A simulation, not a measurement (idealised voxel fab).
process module | voxel local oxidation
cross-section cut | 175 nm wide | cells 5 nm
A cross-section is a grid of square cells, given in bands from the top down. A band is one or more rows of cells.
Each band's line starts with the height of the band's top and of its bottom, in nm. Then come its materials from left to right, each with its width in nm. One material with "throughout" fills the band from edge to edge. "air" is empty space.
Height 0 is the level under which the wafer as received is all one material. The lowest band goes on downwards, as in "0 down".
A width such as "30 to 40" changes by the same amount from each row of cells to the next, from the band's top row to its bottom row.
"no change" after a step means that no cell of the cross-section changed.
closed voids: empty space of 8 cells or more with no open way to the top, each as width x height at its distance from the left edge, in nm
after a step's settings: what the simulator itself notes on the step
overlay nm, on a step with a mask: how far to the right of its planned place the mask lay; to the left if negative
plan
1 op RECEIVE | material Si
2 op OXIDIZE | depth nm 5
3 op CONFORMAL_DEP | material SiN | thk nm 15
4 op PATTERN | tone cover | mask id ACTIVE | material resist | width nm 105 | thk nm 15 | overlay nm -15
5 op DIRECTIONAL_ETCH | etch materials SiN | depth nm 15
6 op STRIP | etch materials resist
7 op SELECTIVE_ETCH | etch materials SiO2 | depth nm 5
8 op OXIDIZE | depth nm 10
9 op STRIP | etch materials SiN
varied across the wafers: overlay nm of step 4. The plan shows the first wafer's value. All wafers start alike
first wafer as received, after step 1
  0 down: Si throughout
  closed voids: none
each wafer at the end: cells of each material gained (+) or lost (-) since it was received, then its closed voids
overlay nm -15 | -75 Si | +59 SiO2 | closed voids: none
overlay nm -10 | -75 Si | +59 SiO2 | closed voids: none
overlay nm -5 | -75 Si | +59 SiO2 | closed voids: none
overlay nm 0 | -75 Si | +59 SiO2 | closed voids: none
overlay nm 5 | -75 Si | +59 SiO2 | closed voids: none
overlay nm 10 | -75 Si | +59 SiO2 | closed voids: none
overlay nm 15 | -75 Si | +59 SiO2 | closed voids: none
